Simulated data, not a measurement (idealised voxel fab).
The name of this process module is voxel self aligned contacts.
Cross-section cut spans 160 nm and uses square cells 5 nm in size.
Just so we're on the same page, the cross-sections are grids of square cells, and they're listed out in bands top to bottom, each band one or more rows deep.
Top, bottom (nm), then materials left to right with widths (nm); lone material tagged "throughout" fills the whole band edge to edge; "air" = empty space.
Convention: height 0 is the level below which the wafer, as received, is all one material. The lowest band does not terminate at the bottom but continues downward, represented as "0 -> down".
A two-number width, for instance "30 to 40", indicates that the width is equal to the first number in the top row of the band and to the second number in the bottom row, and that it changes by a constant amount per row of cells.
Given "nothing altered" for a step, no cell of the cross-section differs between before and after that step.
"Encapsulated voids" lists enclosed empty spaces (at least 8 cells, no open path upward to the top), each as width x height at distance from the left edge, in nm.
Step line, after settings: the simulator's comment on this step.
The setting "overlay nm" may be written on the line of a step. When the step uses a mask, the value reports how far to the right of the planned place the mask lay, and a negative value reports that it lay to the left.

Below is the list of planned process steps
step 1: RECEIVE, material Si
step 2: CONFORMAL_DEP, material SiO2, thk nm 5
step 3: DIRECTIONAL_DEP, material polySi, thk nm 20
step 4: DIRECTIONAL_DEP, material SiN, thk nm 15
step 5: DIRECTIONAL_DEP, material aC, thk nm 15
step 6: PATTERN, tone cover, mask id GATE, material resist, width nm 30, pitch nm 65, thk nm 30, overlay nm 0
step 7: DIRECTIONAL_ETCH, etch materials aC, depth nm 15
step 8: STRIP, etch materials resist
step 9: DIRECTIONAL_ETCH, etch materials SiN, depth nm 15
step 10: DIRECTIONAL_ETCH, etch materials polySi, depth nm 20
step 11: STRIP, etch materials aC
step 12: CONFORMAL_DEP, material SiN, thk nm 5
step 13: DIRECTIONAL_ETCH, etch materials SiN, depth nm 5
step 14: FILL_DEP, material SiO2, thk nm 15
step 15: CMP, height nm 45
step 16: DIRECTIONAL_DEP, material aC, thk nm 15
step 17: PATTERN, tone open, mask id CONTACT, material resist, width nm 45, thk nm 30, overlay nm 0
step 18: DIRECTIONAL_ETCH, etch materials aC, depth nm 15
step 19: STRIP, etch materials resist
step 20: DIRECTIONAL_ETCH, etch materials SiO2, depth nm 45
step 21: STRIP, etch materials aC
step 22: CONFORMAL_DEP, material TiN, thk nm 5
step 23: FILL_DEP, material W, thk nm 10
step 24: CMP, height nm 45
step 25: CONFORMAL_DEP, material SiCN, thk nm 5

Cross-section of the wafer at receipt, which is the condition after step 1
  0 -> down | Si throughout
  Encapsulated voids: none

First of two wafers: cross-section at end of module, run per plan
  50 -> 45 | SiCN throughout
  45 -> 40 | 55 nm SiO2; 15 nm TiN; 15 nm W; 15 nm TiN; 60 nm SiO2
  40 -> 25 | 25 nm SiO2; 40 nm SiN; 5 nm TiN; 15 nm W; 5 nm TiN; 40 nm SiN; 30 nm SiO2
  25 -> 5 | 25 nm SiO2; 5 nm SiN; 30 nm polySi; 5 nm SiN; 5 nm TiN; 15 nm W; 5 nm TiN; 5 nm SiN; 30 nm polySi; 5 nm SiN; 30 nm SiO2
  5 -> 0 | 65 nm SiO2; 25 nm TiN; 70 nm SiO2
  0 -> down | Si throughout
  Encapsulated voids: none

Here is the second of the two wafers cut open at the end of the module - same start, same plan as the first one, but we made one mistake running it
  50 -> 45 | SiCN throughout
  45 -> 30 | 25 nm SiO2; 5 nm SiN; 30 nm polySi; 5 nm SiN; 5 nm TiN; 15 nm W; 5 nm TiN; 5 nm SiN; 30 nm polySi; 5 nm SiN; 30 nm SiO2
  30 -> 25 | 25 nm SiO2; 5 nm SiN; 30 nm polySi; 5 nm SiN; 25 nm TiN; 5 nm SiN; 30 nm polySi; 5 nm SiN; 30 nm SiO2
  25 -> 5 | polySi throughout
  5 -> 0 | SiO2 throughout
  0 -> down | Si throughout
  Encapsulated voids: none
what went wrong: twice over, step 3 of the plan was run
Count the cells at the end and the second wafer has more or fewer of some materials than the first: 48 fewer of SiN | 51 fewer of SiO2 | 14 fewer of TiN | 15 fewer of W | 128 more of polySi
